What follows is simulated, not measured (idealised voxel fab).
process module | voxel transistor to metal
cross-section cut | 160 nm wide | cells 5 nm
A cross-section is a grid of square cells, given in bands from the top down. A band is one or more rows of cells.
Each band's line starts with the height of the band's top and of its bottom, in nm. Then come its materials from left to right, each with its width in nm. One material with "throughout" fills the band from edge to edge. "air" is empty space.
Height 0 is the level under which the wafer as received is all one material. The lowest band goes on downwards, as in "0 down".
A width such as "30 to 40" changes by the same amount from each row of cells to the next, from the band's top row to its bottom row.
"no change" after a step means that no cell of the cross-section changed.
closed voids: empty space of 8 cells or more with no open way to the top, each as width x height at its distance from the left edge, in nm
after a step's settings: what the simulator itself notes on the step
overlay nm, on a step with a mask: how far to the right of its planned place the mask lay; to the left if negative
plan
1 op RECEIVE | material Si
2 op OXIDIZE | depth nm 5
3 op CONFORMAL_DEP | material SiN | thk nm 10
4 op MASKED_ETCH | tone cover | mask id ACTIVE | width nm 100 | etch materials SiN | depth nm 10 | overlay nm 0
5 op MASKED_ETCH | tone cover | mask id ACTIVE | width nm 100 | etch materials SiO2 | depth nm 5 | overlay nm 0
6 op MASKED_ETCH | tone cover | mask id ACTIVE | width nm 100 | etch materials Si | depth nm 30 | overlay nm 0
7 op FILL_DEP | material SiO2 | thk nm 5
8 op CMP | height nm 10
9 op SELECTIVE_ETCH | etch materials SiO2 | depth nm 5
10 op STRIP | etch materials SiN
11 op SELECTIVE_ETCH | etch materials SiO2 | depth nm 5
12 op OXIDIZE | depth nm 5
13 op DIRECTIONAL_DEP | material polySi | thk nm 30
14 op DIRECTIONAL_DEP | material SiCN | thk nm 15
15 op DIRECTIONAL_DEP | material aC | thk nm 10
16 op PATTERN | tone cover | mask id GATE | material resist | width nm 20 | thk nm 30 | overlay nm 0
17 op DIRECTIONAL_ETCH | etch materials aC | depth nm 10
18 op STRIP | etch materials resist
19 op DIRECTIONAL_ETCH | etch materials SiCN | depth nm 25
20 op DIRECTIONAL_ETCH | etch materials polySi | depth nm 40
21 op STRIP | etch materials aC
22 op CONFORMAL_DEP | material SiO2 | thk nm 5
23 op DIRECTIONAL_ETCH | etch materials SiO2 | depth nm 5
24 op CONFORMAL_DEP | material SiN | thk nm 10
25 op DIRECTIONAL_ETCH | etch materials SiN | depth nm 10
26 op DIRECTIONAL_ETCH | etch materials SiO2 | depth nm 5
27 op DIRECTIONAL_ETCH | etch materials Si | depth nm 15
28 op EPI | material SiGe | thk nm 15
29 op FILL_DEP | material SiO2 | thk nm 5
30 op CMP | height nm 40
31 op DIRECTIONAL_DEP | material SiO2 | thk nm 15
32 op DIRECTIONAL_DEP | material aC | thk nm 10
33 op PATTERN | tone open | mask id CONTACT | material resist | width nm 25 | pitch nm 55 | thk nm 30 | overlay nm 0
34 op DIRECTIONAL_ETCH | etch materials aC | depth nm 10
35 op STRIP | etch materials resist
36 op DIRECTIONAL_ETCH | etch materials SiO2 | depth nm 50
37 op STRIP | etch materials aC
38 op CONFORMAL_DEP | material TiN | thk nm 5
39 op FILL_DEP | material Ru | thk nm 5
40 op CMP | height nm 55
41 op DIRECTIONAL_DEP | material TiN | thk nm 5
42 op DIRECTIONAL_DEP | material W | thk nm 25
43 op PATTERN | tone cover | mask id METAL_1 | material resist | width nm 15 | pitch nm 65 | thk nm 15 | overlay nm 0
44 op DIRECTIONAL_ETCH | etch materials W | depth nm 25
45 op DIRECTIONAL_ETCH | etch materials TiN | depth nm 5
46 op STRIP | etch materials resist
47 op FILL_DEP | material lowk | thk nm 5
48 op CMP | height nm 85
49 op CONFORMAL_DEP | material SiCN | thk nm 5
first wafer, as planned
as received, after step 1
  0 down: Si throughout
  closed voids: none
after step 2
  0 to -5: SiO2 throughout
  below -5: unchanged
after step 3
  10 to 0: SiN throughout
  below 0: unchanged
after step 4
  10 to 0: air 30 | SiN 100 | air 30
  below 0: unchanged
after step 5
  10 to 0: air 30 | SiN 100 | air 30
  0 to -5: air 30 | SiO2 100 | air 30
  below -5: unchanged
after step 6
  10 to 0: air 30 | SiN 100 | air 30
  0 to -5: air 30 | SiO2 100 | air 30
  -5 to -35: air 30 | Si 100 | air 30
  below -35: unchanged
after step 7
  15 to 10: SiO2 throughout
  10 to 0: SiO2 30 | SiN 100 | SiO2 30
  0 to -5: SiO2 throughout
  -5 to -35: SiO2 30 | Si 100 | SiO2 30
  below -35: unchanged
after step 8
  10 to 0: SiO2 30 | SiN 100 | SiO2 30
  below 0: unchanged
after step 9
  10 to 5: air 30 | SiN 100 | air 30
  below 5: unchanged
after step 10
  5 to 0: SiO2 30 | air 100 | SiO2 30
  below 0: unchanged
after step 11
  0 to -5: SiO2 25 | air 110 | SiO2 25
  below -5: unchanged
after step 12
  0 to -5: SiO2 25 | air 110 | SiO2 25
  -5 to -10: SiO2 throughout
  below -10: unchanged
after step 13
  30 to 25: polySi 25 | air 110 | polySi 25
  25 to 0: polySi throughout
  0 to -5: SiO2 25 | polySi 110 | SiO2 25
  below -5: unchanged
after step 14
  45 to 40: SiCN 25 | air 110 | SiCN 25
  40 to 30: SiCN throughout
  30 to 25: polySi 25 | SiCN 110 | polySi 25
  below 25: unchanged
after step 15
  55 to 50: aC 25 | air 110 | aC 25
  50 to 45: aC throughout
  45 to 40: SiCN 25 | aC 110 | SiCN 25
  below 40: unchanged
after step 16
  85 to 55: air 70 | resist 20 | air 70
  55 to 50: aC 25 | air 45 | resist 20 | air 45 | aC 25
  below 50: unchanged
after step 17
  75 to 50: air 70 | resist 20 | air 70
  50 to 45: air 70 | aC 20 | air 70
  45 to 40: SiCN 25 | air 45 | aC 20 | air 45 | SiCN 25
  below 40: unchanged
after step 18
  50 to 45: air 70 | aC 20 | air 70
  below 45: unchanged
after step 19
  50 to 40: air 70 | aC 20 | air 70
  40 to 30: air 70 | SiCN 20 | air 70
  30 to 25: polySi 25 | air 45 | SiCN 20 | air 45 | polySi 25
  below 25: unchanged
after step 20
  50 to 40: air 70 | aC 20 | air 70
  40 to 25: air 70 | SiCN 20 | air 70
  25 to 0: air 70 | polySi 20 | air 70
  0 to -5: SiO2 25 | air 45 | polySi 20 | air 45 | SiO2 25
  below -5: unchanged
after step 21
  40 to 25: air 70 | SiCN 20 | air 70
  below 25: unchanged
after step 22
  45 to 40: air 65 | SiO2 30 | air 65
  40 to 25: air 65 | SiO2 5 | SiCN 20 | SiO2 5 | air 65
  25 to 5: air 65 | SiO2 5 | polySi 20 | SiO2 5 | air 65
  5 to 0: SiO2 30 | air 35 | SiO2 5 | polySi 20 | SiO2 5 | air 35 | SiO2 30
  0 to -5: SiO2 70 | polySi 20 | SiO2 70
  below -5: unchanged
after step 23
  40 to 25: air 65 | SiO2 5 | SiCN 20 | SiO2 5 | air 65
  25 to 0: air 65 | SiO2 5 | polySi 20 | SiO2 5 | air 65
  0 to -5: SiO2 30 | air 35 | SiO2 5 | polySi 20 | SiO2 5 | air 35 | SiO2 30
  below -5: unchanged
after step 24
  50 to 40: air 55 | SiN 50 | air 55
  40 to 25: air 55 | SiN 10 | SiO2 5 | SiCN 20 | SiO2 5 | SiN 10 | air 55
  25 to 10: air 55 | SiN 10 | SiO2 5 | polySi 20 | SiO2 5 | SiN 10 | air 55
  10 to 5: SiN 40 | air 15 | SiN 10 | SiO2 5 | polySi 20 | SiO2 5 | SiN 10 | air 15 | SiN 40
  5 to 0: SiN 65 | SiO2 5 | polySi 20 | SiO2 5 | SiN 65
  0 to -5: SiO2 30 | SiN 35 | SiO2 5 | polySi 20 | SiO2 5 | SiN 35 | SiO2 30
  below -5: unchanged
after step 25
  40 to 25: air 55 | SiN 10 | SiO2 5 | SiCN 20 | SiO2 5 | SiN 10 | air 55
  25 to 0: air 55 | SiN 10 | SiO2 5 | polySi 20 | SiO2 5 | SiN 10 | air 55
  0 to -5: SiO2 30 | SiN 10 | air 15 | SiN 10 | SiO2 5 | polySi 20 | SiO2 5 | SiN 10 | air 15 | SiN 10 | SiO2 30
  below -5: unchanged
after step 26
  40 to 35: air 55 | SiN 10 | air 5 | SiCN 20 | air 5 | SiN 10 | air 55
  35 to 25: air 55 | SiN 10 | SiO2 5 | SiCN 20 | SiO2 5 | SiN 10 | air 55
  25 to 0: air 55 | SiN 10 | SiO2 5 | polySi 20 | SiO2 5 | SiN 10 | air 55
  0 to -5: air 30 | SiN 10 | air 15 | SiN 10 | SiO2 5 | polySi 20 | SiO2 5 | SiN 10 | air 15 | SiN 10 | air 30
  -5 to -10: SiO2 40 | air 15 | SiO2 50 | air 15 | SiO2 40
  below -10: unchanged
after step 27
  40 to 35: air 55 | SiN 10 | air 5 | SiCN 20 | air 5 | SiN 10 | air 55
  35 to 25: air 55 | SiN 10 | SiO2 5 | SiCN 20 | SiO2 5 | SiN 10 | air 55
  25 to 0: air 55 | SiN 10 | SiO2 5 | polySi 20 | SiO2 5 | SiN 10 | air 55
  0 to -5: air 30 | SiN 10 | air 15 | SiN 10 | SiO2 5 | polySi 20 | SiO2 5 | SiN 10 | air 15 | SiN 10 | air 30
  -5 to -10: SiO2 40 | air 15 | SiO2 50 | air 15 | SiO2 40
  -10 to -25: SiO2 30 | Si 10 | air 15 | Si 50 | air 15 | Si 10 | SiO2 30
  below -25: unchanged
after step 28
  40 to 35: air 55 | SiN 10 | air 5 | SiCN 20 | air 5 | SiN 10 | air 55
  35 to 25: air 55 | SiN 10 | SiO2 5 | SiCN 20 | SiO2 5 | SiN 10 | air 55
  25 to 5: air 55 | SiN 10 | SiO2 5 | polySi 20 | SiO2 5 | SiN 10 | air 55
  5 to 0: air 35 | SiGe 20 | SiN 10 | SiO2 5 | polySi 20 | SiO2 5 | SiN 10 | SiGe 20 | air 35
  0 to -5: air 30 | SiN 10 | SiGe 15 | SiN 10 | SiO2 5 | polySi 20 | SiO2 5 | SiN 10 | SiGe 15 | SiN 10 | air 30
  -5 to -10: SiO2 40 | SiGe 15 | SiO2 50 | SiGe 15 | SiO2 40
  -10 to -25: SiO2 30 | Si 10 | SiGe 15 | Si 50 | SiGe 15 | Si 10 | SiO2 30
  below -25: unchanged
after step 29
  45 to 40: SiO2 throughout
  40 to 25: SiO2 55 | SiN 10 | SiO2 5 | SiCN 20 | SiO2 5 | SiN 10 | SiO2 55
  25 to 5: SiO2 55 | SiN 10 | SiO2 5 | polySi 20 | SiO2 5 | SiN 10 | SiO2 55
  5 to 0: SiO2 35 | SiGe 20 | SiN 10 | SiO2 5 | polySi 20 | SiO2 5 | SiN 10 | SiGe 20 | SiO2 35
  0 to -5: SiO2 30 | SiN 10 | SiGe 15 | SiN 10 | SiO2 5 | polySi 20 | SiO2 5 | SiN 10 | SiGe 15 | SiN 10 | SiO2 30
  below -5: unchanged
after step 30
  40 to 25: SiO2 55 | SiN 10 | SiO2 5 | SiCN 20 | SiO2 5 | SiN 10 | SiO2 55
  below 25: unchanged
after step 31
  55 to 40: SiO2 throughout
  below 40: unchanged
after step 32
  65 to 55: aC throughout
  below 55: unchanged
after step 33
  95 to 65: resist 40 | air 25 | resist 30 | air 25 | resist 40
  below 65: unchanged
after step 34
  85 to 65: resist 40 | air 25 | resist 30 | air 25 | resist 40
  65 to 55: aC 40 | air 25 | aC 30 | air 25 | aC 40
  below 55: unchanged
after step 35
  65 to 55: aC 40 | air 25 | aC 30 | air 25 | aC 40
  below 55: unchanged
after step 36
  65 to 55: aC 40 | air 25 | aC 30 | air 25 | aC 40
  55 to 40: SiO2 40 | air 25 | SiO2 30 | air 25 | SiO2 40
  40 to 25: SiO2 40 | air 15 | SiN 10 | SiO2 5 | SiCN 20 | SiO2 5 | SiN 10 | air 15 | SiO2 40
  25 to 5: SiO2 40 | air 15 | SiN 10 | SiO2 5 | polySi 20 | SiO2 5 | SiN 10 | air 15 | SiO2 40
  below 5: unchanged
after step 37
  55 to 40: SiO2 40 | air 25 | SiO2 30 | air 25 | SiO2 40
  below 40: unchanged
after step 38
  60 to 55: TiN 45 | air 15 | TiN 40 | air 15 | TiN 45
  55 to 45: SiO2 40 | TiN 5 | air 15 | TiN 5 | SiO2 30 | TiN 5 | air 15 | TiN 5 | SiO2 40
  45 to 40: SiO2 40 | TiN 5 | air 5 | TiN 15 | SiO2 30 | TiN 15 | air 5 | TiN 5 | SiO2 40
  40 to 25: SiO2 40 | TiN 5 | air 5 | TiN 5 | SiN 10 | SiO2 5 | SiCN 20 | SiO2 5 | SiN 10 | TiN 5 | air 5 | TiN 5 | SiO2 40
  25 to 10: SiO2 40 | TiN 5 | air 5 | TiN 5 | SiN 10 | SiO2 5 | polySi 20 | SiO2 5 | SiN 10 | TiN 5 | air 5 | TiN 5 | SiO2 40
  10 to 5: SiO2 40 | TiN 15 | SiN 10 | SiO2 5 | polySi 20 | SiO2 5 | SiN 10 | TiN 15 | SiO2 40
  below 5: unchanged
after step 39
  65 to 60: Ru throughout
  60 to 55: TiN 45 | Ru 15 | TiN 40 | Ru 15 | TiN 45
  55 to 45: SiO2 40 | TiN 5 | Ru 15 | TiN 5 | SiO2 30 | TiN 5 | Ru 15 | TiN 5 | SiO2 40
  45 to 40: SiO2 40 | TiN 5 | Ru 5 | TiN 15 | SiO2 30 | TiN 15 | Ru 5 | TiN 5 | SiO2 40
  40 to 25: SiO2 40 | TiN 5 | Ru 5 | TiN 5 | SiN 10 | SiO2 5 | SiCN 20 | SiO2 5 | SiN 10 | TiN 5 | Ru 5 | TiN 5 | SiO2 40
  25 to 10: SiO2 40 | TiN 5 | Ru 5 | TiN 5 | SiN 10 | SiO2 5 | polySi 20 | SiO2 5 | SiN 10 | TiN 5 | Ru 5 | TiN 5 | SiO2 40
  below 10: unchanged
after step 40
  55 to 45: SiO2 40 | TiN 5 | Ru 15 | TiN 5 | SiO2 30 | TiN 5 | Ru 15 | TiN 5 | SiO2 40
  below 45: unchanged
after step 41
  60 to 55: TiN throughout
  below 55: unchanged
after step 42
  85 to 60: W throughout
  below 60: unchanged
after step 43
  100 to 85: air 40 | resist 15 | air 50 | resist 15 | air 40
  below 85: unchanged
after step 44
  100 to 85: air 40 | resist 15 | air 50 | resist 15 | air 40
  85 to 60: air 40 | W 15 | air 50 | W 15 | air 40
  below 60: unchanged
after step 45
  100 to 85: air 40 | resist 15 | air 50 | resist 15 | air 40
  85 to 60: air 40 | W 15 | air 50 | W 15 | air 40
  60 to 55: air 40 | TiN 15 | air 50 | TiN 15 | air 40
  below 55: unchanged
after step 46
  85 to 60: air 40 | W 15 | air 50 | W 15 | air 40
  below 60: unchanged
after step 47
  90 to 85: lowk throughout
  85 to 60: lowk 40 | W 15 | lowk 50 | W 15 | lowk 40
  60 to 55: lowk 40 | TiN 15 | lowk 50 | TiN 15 | lowk 40
  below 55: unchanged
after step 48
  85 to 60: lowk 40 | W 15 | lowk 50 | W 15 | lowk 40
  below 60: unchanged
after step 49
  90 to 85: SiCN throughout
  below 85: unchanged
second wafer: like start, like plan, one mistake. Through step 8 it matches the first wafer
when step 9 should have ended
  10 to 0: SiO2 30 | air 100 | SiO2 30
  below 0: unchanged
when step 10 should have ended
  5 to -5: SiO2 25 | air 110 | SiO2 25
  below -5: unchanged
when step 11 should have ended
  0 to -5: SiO2 20 | air 120 | SiO2 20
  -5 to -10: SiO2 20 | air 10 | Si 100 | air 10 | SiO2 20
  below -10: unchanged
when step 12 should have ended
  0 to -5: SiO2 20 | air 120 | SiO2 20
  -5 to -10: SiO2 20 | air 10 | SiO2 100 | air 10 | SiO2 20
  -10 to -15: SiO2 35 | Si 90 | SiO2 35
  below -15: unchanged
when step 13 should have ended
  30 to 25: polySi 20 | air 120 | polySi 20
  25 to 20: polySi 20 | air 10 | polySi 100 | air 10 | polySi 20
  20 to 0: polySi throughout
  0 to -5: SiO2 20 | polySi 120 | SiO2 20
  -5 to -10: SiO2 20 | polySi 10 | SiO2 100 | polySi 10 | SiO2 20
  below -10: unchanged
when step 14 should have ended
  45 to 40: SiCN 20 | air 120 | SiCN 20
  40 to 35: SiCN 20 | air 10 | SiCN 100 | air 10 | SiCN 20
  35 to 30: SiCN throughout
  30 to 25: polySi 20 | SiCN 120 | polySi 20
  25 to 20: polySi 20 | SiCN 10 | polySi 100 | SiCN 10 | polySi 20
  below 20: unchanged
when step 15 should have ended
  55 to 50: aC 20 | air 120 | aC 20
  50 to 45: aC 20 | air 10 | aC 100 | air 10 | aC 20
  45 to 40: SiCN 20 | aC 120 | SiCN 20
  40 to 35: SiCN 20 | aC 10 | SiCN 100 | aC 10 | SiCN 20
  below 35: unchanged
when step 16 should have ended
  85 to 55: air 70 | resist 20 | air 70
  55 to 50: aC 20 | air 50 | resist 20 | air 50 | aC 20
  below 50: unchanged
when step 17 should have ended
  75 to 50: air 70 | resist 20 | air 70
  50 to 45: air 70 | aC 20 | air 70
  45 to 40: SiCN 20 | air 50 | aC 20 | air 50 | SiCN 20
  40 to 35: SiCN 20 | air 10 | SiCN 100 | air 10 | SiCN 20
  below 35: unchanged
when step 18 should have ended
  50 to 45: air 70 | aC 20 | air 70
  below 45: unchanged
when step 19 should have ended
  50 to 40: air 70 | aC 20 | air 70
  40 to 30: air 70 | SiCN 20 | air 70
  30 to 25: polySi 20 | air 50 | SiCN 20 | air 50 | polySi 20
  25 to 20: polySi 20 | air 10 | polySi 100 | air 10 | polySi 20
  below 20: unchanged
when step 20 should have ended
  50 to 40: air 70 | aC 20 | air 70
  40 to 25: air 70 | SiCN 20 | air 70
  25 to 0: air 70 | polySi 20 | air 70
  0 to -5: SiO2 20 | air 50 | polySi 20 | air 50 | SiO2 20
  -5 to -10: SiO2 20 | air 10 | SiO2 100 | air 10 | SiO2 20
  below -10: unchanged
when step 21 should have ended
  40 to 25: air 70 | SiCN 20 | air 70
  below 25: unchanged
when step 22 should have ended
  45 to 40: air 65 | SiO2 30 | air 65
  40 to 25: air 65 | SiO2 5 | SiCN 20 | SiO2 5 | air 65
  25 to 5: air 65 | SiO2 5 | polySi 20 | SiO2 5 | air 65
  5 to 0: SiO2 25 | air 40 | SiO2 5 | polySi 20 | SiO2 5 | air 40 | SiO2 25
  0 to -5: SiO2 70 | polySi 20 | SiO2 70
  -5 to -10: SiO2 throughout
  below -10: unchanged
when step 23 should have ended
  40 to 25: air 65 | SiO2 5 | SiCN 20 | SiO2 5 | air 65
  25 to 0: air 65 | SiO2 5 | polySi 20 | SiO2 5 | air 65
  0 to -5: SiO2 25 | air 40 | SiO2 5 | polySi 20 | SiO2 5 | air 40 | SiO2 25
  below -5: unchanged
when step 24 should have ended
  50 to 40: air 55 | SiN 50 | air 55
  40 to 25: air 55 | SiN 10 | SiO2 5 | SiCN 20 | SiO2 5 | SiN 10 | air 55
  25 to 10: air 55 | SiN 10 | SiO2 5 | polySi 20 | SiO2 5 | SiN 10 | air 55
  10 to 5: SiN 35 | air 20 | SiN 10 | SiO2 5 | polySi 20 | SiO2 5 | SiN 10 | air 20 | SiN 35
  5 to 0: SiN 65 | SiO2 5 | polySi 20 | SiO2 5 | SiN 65
  0 to -5: SiO2 25 | SiN 40 | SiO2 5 | polySi 20 | SiO2 5 | SiN 40 | SiO2 25
  below -5: unchanged
when step 25 should have ended
  40 to 25: air 55 | SiN 10 | SiO2 5 | SiCN 20 | SiO2 5 | SiN 10 | air 55
  25 to 0: air 55 | SiN 10 | SiO2 5 | polySi 20 | SiO2 5 | SiN 10 | air 55
  0 to -5: SiO2 25 | SiN 10 | air 20 | SiN 10 | SiO2 5 | polySi 20 | SiO2 5 | SiN 10 | air 20 | SiN 10 | SiO2 25
  below -5: unchanged
when step 26 should have ended
  40 to 35: air 55 | SiN 10 | air 5 | SiCN 20 | air 5 | SiN 10 | air 55
  35 to 25: air 55 | SiN 10 | SiO2 5 | SiCN 20 | SiO2 5 | SiN 10 | air 55
  25 to 0: air 55 | SiN 10 | SiO2 5 | polySi 20 | SiO2 5 | SiN 10 | air 55
  0 to -5: air 25 | SiN 10 | air 20 | SiN 10 | SiO2 5 | polySi 20 | SiO2 5 | SiN 10 | air 20 | SiN 10 | air 25
  -5 to -10: SiO2 35 | air 20 | SiO2 50 | air 20 | SiO2 35
  below -10: unchanged
when step 27 should have ended
  40 to 35: air 55 | SiN 10 | air 5 | SiCN 20 | air 5 | SiN 10 | air 55
  35 to 25: air 55 | SiN 10 | SiO2 5 | SiCN 20 | SiO2 5 | SiN 10 | air 55
  25 to 0: air 55 | SiN 10 | SiO2 5 | polySi 20 | SiO2 5 | SiN 10 | air 55
  0 to -5: air 25 | SiN 10 | air 20 | SiN 10 | SiO2 5 | polySi 20 | SiO2 5 | SiN 10 | air 20 | SiN 10 | air 25
  -5 to -10: SiO2 35 | air 20 | SiO2 50 | air 20 | SiO2 35
  -10 to -15: SiO2 35 | air 20 | Si 50 | air 20 | SiO2 35
  -15 to -25: SiO2 30 | Si 5 | air 20 | Si 50 | air 20 | Si 5 | SiO2 30
  below -25: unchanged
when step 28 should have ended
  40 to 35: air 55 | SiN 10 | air 5 | SiCN 20 | air 5 | SiN 10 | air 55
  35 to 25: air 55 | SiN 10 | SiO2 5 | SiCN 20 | SiO2 5 | SiN 10 | air 55
  25 to 5: air 55 | SiN 10 | SiO2 5 | polySi 20 | SiO2 5 | SiN 10 | air 55
  5 to 0: air 40 | SiGe 15 | SiN 10 | SiO2 5 | polySi 20 | SiO2 5 | SiN 10 | SiGe 15 | air 40
  0 to -5: air 25 | SiN 10 | SiGe 20 | SiN 10 | SiO2 5 | polySi 20 | SiO2 5 | SiN 10 | SiGe 20 | SiN 10 | air 25
  -5 to -10: SiO2 35 | SiGe 20 | SiO2 50 | SiGe 20 | SiO2 35
  -10 to -15: SiO2 35 | SiGe 20 | Si 50 | SiGe 20 | SiO2 35
  -15 to -25: SiO2 30 | Si 5 | SiGe 20 | Si 50 | SiGe 20 | Si 5 | SiO2 30
  below -25: unchanged
when step 29 should have ended
  45 to 40: SiO2 throughout
  40 to 25: SiO2 55 | SiN 10 | SiO2 5 | SiCN 20 | SiO2 5 | SiN 10 | SiO2 55
  25 to 5: SiO2 55 | SiN 10 | SiO2 5 | polySi 20 | SiO2 5 | SiN 10 | SiO2 55
  5 to 0: SiO2 40 | SiGe 15 | SiN 10 | SiO2 5 | polySi 20 | SiO2 5 | SiN 10 | SiGe 15 | SiO2 40
  0 to -5: SiO2 25 | SiN 10 | SiGe 20 | SiN 10 | SiO2 5 | polySi 20 | SiO2 5 | SiN 10 | SiGe 20 | SiN 10 | SiO2 25
  below -5: unchanged
when step 30 should have ended
  40 to 25: SiO2 55 | SiN 10 | SiO2 5 | SiCN 20 | SiO2 5 | SiN 10 | SiO2 55
  below 25: unchanged
when step 31 should have ended
  55 to 40: SiO2 throughout
  below 40: unchanged
when step 32 should have ended
  65 to 55: aC throughout
  below 55: unchanged
when step 33 should have ended
  95 to 65: resist 40 | air 25 | resist 30 | air 25 | resist 40
  below 65: unchanged
when step 34 should have ended
  85 to 65: resist 40 | air 25 | resist 30 | air 25 | resist 40
  65 to 55: aC 40 | air 25 | aC 30 | air 25 | aC 40
  below 55: unchanged
when step 35 should have ended
  65 to 55: aC 40 | air 25 | aC 30 | air 25 | aC 40
  below 55: unchanged
when step 36 should have ended
  65 to 55: aC 40 | air 25 | aC 30 | air 25 | aC 40
  55 to 40: SiO2 40 | air 25 | SiO2 30 | air 25 | SiO2 40
  40 to 25: SiO2 40 | air 15 | SiN 10 | SiO2 5 | SiCN 20 | SiO2 5 | SiN 10 | air 15 | SiO2 40
  25 to 5: SiO2 40 | air 15 | SiN 10 | SiO2 5 | polySi 20 | SiO2 5 | SiN 10 | air 15 | SiO2 40
  below 5: unchanged
when step 37 should have ended
  55 to 40: SiO2 40 | air 25 | SiO2 30 | air 25 | SiO2 40
  below 40: unchanged
when step 38 should have ended
  60 to 55: TiN 45 | air 15 | TiN 40 | air 15 | TiN 45
  55 to 45: SiO2 40 | TiN 5 | air 15 | TiN 5 | SiO2 30 | TiN 5 | air 15 | TiN 5 | SiO2 40
  45 to 40: SiO2 40 | TiN 5 | air 5 | TiN 15 | SiO2 30 | TiN 15 | air 5 | TiN 5 | SiO2 40
  40 to 25: SiO2 40 | TiN 5 | air 5 | TiN 5 | SiN 10 | SiO2 5 | SiCN 20 | SiO2 5 | SiN 10 | TiN 5 | air 5 | TiN 5 | SiO2 40
  25 to 10: SiO2 40 | TiN 5 | air 5 | TiN 5 | SiN 10 | SiO2 5 | polySi 20 | SiO2 5 | SiN 10 | TiN 5 | air 5 | TiN 5 | SiO2 40
  10 to 5: SiO2 40 | TiN 15 | SiN 10 | SiO2 5 | polySi 20 | SiO2 5 | SiN 10 | TiN 15 | SiO2 40
  below 5: unchanged
when step 39 should have ended
  65 to 60: Ru throughout
  60 to 55: TiN 45 | Ru 15 | TiN 40 | Ru 15 | TiN 45
  55 to 45: SiO2 40 | TiN 5 | Ru 15 | TiN 5 | SiO2 30 | TiN 5 | Ru 15 | TiN 5 | SiO2 40
  45 to 40: SiO2 40 | TiN 5 | Ru 5 | TiN 15 | SiO2 30 | TiN 15 | Ru 5 | TiN 5 | SiO2 40
  40 to 25: SiO2 40 | TiN 5 | Ru 5 | TiN 5 | SiN 10 | SiO2 5 | SiCN 20 | SiO2 5 | SiN 10 | TiN 5 | Ru 5 | TiN 5 | SiO2 40
  25 to 10: SiO2 40 | TiN 5 | Ru 5 | TiN 5 | SiN 10 | SiO2 5 | polySi 20 | SiO2 5 | SiN 10 | TiN 5 | Ru 5 | TiN 5 | SiO2 40
  below 10: unchanged
when step 40 should have ended
  55 to 45: SiO2 40 | TiN 5 | Ru 15 | TiN 5 | SiO2 30 | TiN 5 | Ru 15 | TiN 5 | SiO2 40
  below 45: unchanged
when step 41 should have ended
  60 to 55: TiN throughout
  below 55: unchanged
when step 42 should have ended
  85 to 60: W throughout
  below 60: unchanged
when step 43 should have ended
  100 to 85: air 40 | resist 15 | air 50 | resist 15 | air 40
  below 85: unchanged
when step 44 should have ended
  100 to 85: air 40 | resist 15 | air 50 | resist 15 | air 40
  85 to 60: air 40 | W 15 | air 50 | W 15 | air 40
  below 60: unchanged
when step 45 should have ended
  100 to 85: air 40 | resist 15 | air 50 | resist 15 | air 40
  85 to 60: air 40 | W 15 | air 50 | W 15 | air 40
  60 to 55: air 40 | TiN 15 | air 50 | TiN 15 | air 40
  below 55: unchanged
when step 46 should have ended
  85 to 60: air 40 | W 15 | air 50 | W 15 | air 40
  below 60: unchanged
when step 47 should have ended
  90 to 85: lowk throughout
  85 to 60: lowk 40 | W 15 | lowk 50 | W 15 | lowk 40
  60 to 55: lowk 40 | TiN 15 | lowk 50 | TiN 15 | lowk 40
  below 55: unchanged
when step 48 should have ended
  85 to 60: lowk 40 | W 15 | lowk 50 | W 15 | lowk 40
  below 60: unchanged
when step 49 should have ended
  90 to 85: SiCN throughout
  below 85: unchanged
what went wrong: steps 9 and 10 were swapped
at the end the second wafer has, in cells: 8 fewer of Si | 8 more of SiGe
